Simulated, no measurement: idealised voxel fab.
Presented below is a process module, voxel wiring stack.
280 nm wide, 5 nm square cells: that's cross-section cut.
In what follows, cross-sections appear as grids of square cells, described through bands that run from the top down, where every band is one or more rows of cells. First you get the band's top height and its bottom height, in nm, and then the materials it's made of, left to right, with each width in nm. If you see a single material with "everywhere", that one covers the band edge to edge. "air" is empty space. Ref level 0: as-received wafer is one material below here. Bottom band extends down with no lower bound ("0 nm and below"). When a width is written as two numbers, as in "30->40", the first number is the width in the top row of cells of the band and the second is the width in its bottom row, and the width changes by the same amount from each row to the next. It should be understood that the words "remained the same", when stated for a given step, signify that the cross-section underwent no change in any of its cells during that step. Listed in "Fully enclosed voids": every empty space of 8 or more cells without an open way to the top. Form: width x height at distance, the distance being from the left edge, all in nm. Note: text after step settings on the step line = simulator remark on that step. overlay nm: on a step with a mask, how far right of its planned place the mask lay; negative means left.

Intended process steps:
1: RECEIVE, material Si
2: CONFORMAL_DEP, material SiO2, thk nm 10
3: CONFORMAL_DEP, material SiCN, thk nm 5
4: DIRECTIONAL_DEP, material lowk, thk nm 25
5: DIRECTIONAL_DEP, material aC, thk nm 10
6: PATTERN, tone open, mask id METAL_1, material resist, width nm 30, pitch nm 45, thk nm 30, overlay nm 0
7: DIRECTIONAL_ETCH, etch materials aC, depth nm 10
8: STRIP, etch materials resist
9: DIRECTIONAL_ETCH, etch materials lowk, depth nm 25
10: DIRECTIONAL_ETCH, etch materials SiCN, depth nm 5
11: STRIP, etch materials aC
12: CONFORMAL_DEP, material TiN, thk nm 5
13: FILL_DEP, material W, thk nm 5
14: CMP, height nm 40
15: CONFORMAL_DEP, material SiCN, thk nm 5
16: DIRECTIONAL_DEP, material SiO2, thk nm 25
17: DIRECTIONAL_DEP, material aC, thk nm 15
18: PATTERN, tone open, mask id METAL_2_HOLES, material resist, width nm 15, thk nm 30, overlay nm 0
19: DIRECTIONAL_ETCH, etch materials aC, depth nm 15
20: STRIP, etch materials resist
21: DIRECTIONAL_ETCH, etch materials SiO2, depth nm 25
22: STRIP, etch materials aC
23: PATTERN, tone open, mask id METAL_2, material resist, width nm 30, pitch nm 45, thk nm 20, overlay nm 0
24: DIRECTIONAL_ETCH, etch materials SiO2, depth nm 15
25: DIRECTIONAL_ETCH, etch materials SiCN, depth nm 5
26: STRIP, etch materials resist
27: CONFORMAL_DEP, material TiN, thk nm 5
28: FILL_DEP, material Cu, thk nm 10
29: CMP, height nm 70
30: CONFORMAL_DEP, material SiCN, thk nm 5
31: DIRECTIONAL_DEP, material SiO2, thk nm 15
32: MASKED_ETCH, tone open, mask id PLUG_2, width nm 15, pitch nm 45, etch materials SiO2, depth nm 15, overlay nm 0
33: MASKED_ETCH, tone open, mask id PLUG_2, width nm 15, pitch nm 45, etch materials SiCN, depth nm 5, overlay nm 0
34: EPI, material Ru, thk nm 10
35: EPI, material Ru, thk nm 10
36: DIRECTIONAL_DEP, material TiN, thk nm 5
37: DIRECTIONAL_DEP, material W, thk nm 20
38: PATTERN, tone cover, mask id METAL_3, material resist, width nm 30, pitch nm 45, thk nm 15, overlay nm 0
39: DIRECTIONAL_ETCH, etch materials W, depth nm 20
40: DIRECTIONAL_ETCH, etch materials TiN, depth nm 5
41: STRIP, etch materials resist
42: CONFORMAL_DEP, material SiCN, thk nm 5
43: FILL_DEP, material SiO2, thk nm 5
44: CMP, height nm 115
45: CONFORMAL_DEP, material SiCN, thk nm 5
46: DIRECTIONAL_DEP, material SiO2, thk nm 10
47: DIRECTIONAL_DEP, material aC, thk nm 15
48: PATTERN, tone open, mask id PLUG_3, material resist, width nm 15, thk nm 35, overlay nm 0
49: DIRECTIONAL_ETCH, etch materials aC, depth nm 15
50: STRIP, etch materials resist
51: DIRECTIONAL_ETCH, etch materials SiO2, depth nm 10
52: DIRECTIONAL_ETCH, etch materials SiCN, depth nm 5
53: STRIP, etch materials aC
54: CONFORMAL_DEP, material TiN, thk nm 5
55: FILL_DEP, material Ru, thk nm 10
56: CMP, height nm 130
57: CONFORMAL_DEP, material SiN, thk nm 5
58: DIRECTIONAL_DEP, material SiO2, thk nm 25
59: DIRECTIONAL_DEP, material aC, thk nm 10
60: PATTERN, tone open, mask id METAL_4, material resist, width nm 30, pitch nm 45, thk nm 25, overlay nm 0
61: DIRECTIONAL_ETCH, etch materials aC, depth nm 10
62: STRIP, etch materials resist
63: DIRECTIONAL_ETCH, etch materials SiO2, depth nm 25
64: DIRECTIONAL_ETCH, etch materials SiN, depth nm 5
65: STRIP, etch materials aC
66: CONFORMAL_DEP, material TiN, thk nm 5
67: FILL_DEP, material Cu, thk nm 5
68: CMP, height nm 160
69: CONFORMAL_DEP, material SiN, thk nm 5

Here's what the wafer looked like in cross-section when it arrived - that's after step 1:
* 0 nm and below  Si everywhere
* Fully enclosed voids: none

Wafer cross-section at module end: first of two, run to plan:
* 165 nm to 160 nm  SiN everywhere
* 160 nm to 135 nm  SiO2: 100; TiN: 5; Cu: 20; TiN: 5; SiO2: 15; TiN: 5; Cu: 20; TiN: 5; SiO2: 105
* 135 nm to 130 nm  SiN: 100; TiN: 30; SiN: 15; TiN: 30; SiN: 105
* 130 nm to 120 nm  SiO2: 100; TiN: 5; Ru: 5; TiN: 5; SiO2: 165
* 120 nm to 115 nm  SiCN: 100; TiN: 15; SiCN: 165
* 115 nm to 95 nm  SiO2: 95; SiCN: 5; W: 30; SiCN: 5; SiO2: 5; SiCN: 5; W: 30; SiCN: 5; SiO2: 100
* 95 nm to 90 nm  SiCN: 100; TiN: 30; SiCN: 15; TiN: 30; SiCN: 105
* 90 nm to 75 nm  SiO2: 100; Ru: 15; SiO2: 30; Ru: 15; SiO2: 120
* 75 nm to 70 nm  SiCN: 100; Ru: 15; SiCN: 30; Ru: 15; SiCN: 120
* 70 nm to 60 nm  SiO2: 100; TiN: 5; Cu: 20; TiN: 5; SiO2: 15; TiN: 5; Cu: 20; TiN: 5; SiO2: 105
* 60 nm to 55 nm  SiO2: 100; TiN: 5; Cu: 5; TiN: 20; SiO2: 15; TiN: 30; SiO2: 105
* 55 nm to 45 nm  SiO2: 100; TiN: 5; Cu: 5; TiN: 5; SiO2: 165
* 45 nm to 40 nm  SiCN: 100; TiN: 15; SiCN: 165
* 40 nm to 15 nm  lowk: 100; TiN: 5; W: 20; TiN: 5; lowk: 15; TiN: 5; W: 20; TiN: 5; lowk: 105
* 15 nm to 10 nm  SiCN: 100; TiN: 30; SiCN: 15; TiN: 30; SiCN: 105
* 10 nm to 0 nm  SiO2 everywhere
* 0 nm and below  Si everywhere
* Fully enclosed voids: none

So this is wafer number two of the two, cut at the end of the module - it started where the first did and had the same plan, we just got one thing wrong running it:
* 165 nm to 160 nm  SiN everywhere
* 160 nm to 135 nm  SiO2: 100; TiN: 5; Cu: 20; TiN: 5; SiO2: 15; TiN: 5; Cu: 20; TiN: 5; SiO2: 105
* 135 nm to 130 nm  SiN: 100; TiN: 30; SiN: 15; TiN: 30; SiN: 105
* 130 nm to 120 nm  SiO2: 100; TiN: 5; Ru: 5; TiN: 5; SiO2: 165
* 120 nm to 115 nm  SiCN: 100; TiN: 15; SiCN: 165
* 115 nm to 95 nm  SiO2: 95; SiCN: 5; W: 30; SiCN: 5; SiO2: 5; SiCN: 5; W: 30; SiCN: 5; SiO2: 100
* 95 nm to 90 nm  SiCN: 100; TiN: 30; SiCN: 15; TiN: 30; SiCN: 105
* 90 nm to 75 nm  SiO2: 100; Ru: 20; SiO2: 25; Ru: 20; SiO2: 115
* 75 nm to 70 nm  SiCN: 100; Ru: 15; SiCN: 30; Ru: 15; SiCN: 120
* 70 nm to 60 nm  SiO2: 100; TiN: 5; Cu: 20; TiN: 5; SiO2: 15; TiN: 5; Cu: 20; TiN: 5; SiO2: 105
* 60 nm to 55 nm  SiO2: 100; TiN: 5; Cu: 5; TiN: 20; SiO2: 15; TiN: 30; SiO2: 105
* 55 nm to 45 nm  SiO2: 100; TiN: 5; Cu: 5; TiN: 5; SiO2: 165
* 45 nm to 40 nm  SiCN: 100; TiN: 15; SiCN: 165
* 40 nm to 15 nm  lowk: 100; TiN: 5; W: 20; TiN: 5; lowk: 15; TiN: 5; W: 20; TiN: 5; lowk: 105
* 15 nm to 10 nm  SiCN: 100; TiN: 30; SiCN: 15; TiN: 30; SiCN: 105
* 10 nm to 0 nm  SiO2 everywhere
* 0 nm and below  Si everywhere
* Fully enclosed voids: none
The plan and the run diverged here: step 32 did not use the planned setting and instead ran as MASKED_ETCH, tone open, mask id PLUG_2, width nm 20, pitch nm 45, etch materials SiO2, depth nm 15, overlay nm 0
End of process, cell counts, second wafer against first, materials with more or fewer: 6 more of Ru | 6 fewer of SiO2
